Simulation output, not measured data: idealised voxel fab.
process module | voxel self aligned vias
cross-section cut | 200 nm wide | cells 5 nm
A cross-section is a grid of square cells, given in bands from the top down. A band is one or more rows of cells.
Each band's line starts with the height of the band's top and of its bottom, in nm. Then come its materials from left to right, each with its width in nm. One material with "throughout" fills the band from edge to edge. "air" is empty space.
Height 0 is the level under which the wafer as received is all one material. The lowest band goes on downwards, as in "0 down".
A width such as "30 to 40" changes by the same amount from each row of cells to the next, from the band's top row to its bottom row.
"no change" after a step means that no cell of the cross-section changed.
closed voids: empty space of 8 cells or more with no open way to the top, each as width x height at its distance from the left edge, in nm
after a step's settings: what the simulator itself notes on the step
overlay nm, on a step with a mask: how far to the right of its planned place the mask lay; to the left if negative
plan
1 op RECEIVE | material Si
2 op CONFORMAL_DEP | material SiO2 | thk nm 10
3 op CONFORMAL_DEP | material SiCN | thk nm 5
4 op DIRECTIONAL_DEP | material SiO2 | thk nm 30
5 op PATTERN | tone open | mask id LINES | material resist | width nm 30 | pitch nm 70 | thk nm 15 | overlay nm 0
6 op DIRECTIONAL_ETCH | etch materials SiO2 | depth nm 30
7 op STRIP | etch materials resist
8 op CONFORMAL_DEP | material TiN | thk nm 5
9 op FILL_DEP | material Ru | thk nm 10
10 op CMP | height nm 45
11 op SELECTIVE_ETCH | etch materials W Ru TiN | depth nm 5
12 op FILL_DEP | material SiN | thk nm 5
13 op CMP | height nm 45
14 op DIRECTIONAL_DEP | material SiO2 | thk nm 20
15 op PATTERN | tone open | mask id VIAS | material resist | width nm 50 | pitch nm 70 | thk nm 15 | overlay nm 0
16 op DIRECTIONAL_ETCH | etch materials SiO2 | depth nm 20
17 op DIRECTIONAL_ETCH | etch materials SiN | depth nm 5
18 op STRIP | etch materials resist
19 op CONFORMAL_DEP | material TiN | thk nm 5
20 op FILL_DEP | material W | thk nm 5
21 op CMP | height nm 65
22 op CONFORMAL_DEP | material SiCN | thk nm 5
as received, after step 1
  0 down: Si throughout
  closed voids: none
first wafer at the end, as planned
  70 to 65: SiCN throughout
  65 to 50: SiO2 40 | TiN 5 | W 40 | TiN 5 | SiO2 20 | TiN 5 | W 40 | TiN 5 | SiO2 40
  50 to 45: SiO2 40 | TiN 15 | W 20 | TiN 15 | SiO2 20 | TiN 15 | W 20 | TiN 15 | SiO2 40
  45 to 40: SiO2 50 | TiN 30 | SiO2 40 | TiN 30 | SiO2 50
  40 to 20: SiO2 50 | TiN 5 | Ru 20 | TiN 5 | SiO2 40 | TiN 5 | Ru 20 | TiN 5 | SiO2 50
  20 to 15: SiO2 50 | TiN 30 | SiO2 40 | TiN 30 | SiO2 50
  15 to 10: SiCN throughout
  10 to 0: SiO2 throughout
  0 down: Si throughout
  closed voids: none
second wafer at the end: like start, like plan, one mistake
  70 to 65: SiCN throughout
  65 to 50: SiO2 45 | TiN 5 | W 40 | TiN 5 | SiO2 20 | TiN 5 | W 40 | TiN 5 | SiO2 35
  50 to 45: SiO2 45 | TiN 10 | W 20 | TiN 20 | SiO2 20 | TiN 10 | W 20 | TiN 20 | SiO2 35
  45 to 40: SiO2 50 | TiN 30 | SiO2 40 | TiN 30 | SiO2 50
  40 to 20: SiO2 50 | TiN 5 | Ru 20 | TiN 5 | SiO2 40 | TiN 5 | Ru 20 | TiN 5 | SiO2 50
  20 to 15: SiO2 50 | TiN 30 | SiO2 40 | TiN 30 | SiO2 50
  15 to 10: SiCN throughout
  10 to 0: SiO2 throughout
  0 down: Si throughout
  closed voids: none
what went wrong: step 15 ran as: op PATTERN | tone open | mask id VIAS | material resist | width nm 50 | pitch nm 70 | thk nm 15 | overlay nm 5
at the end the second wafer has, in cells: as many of each material as the first, in other places
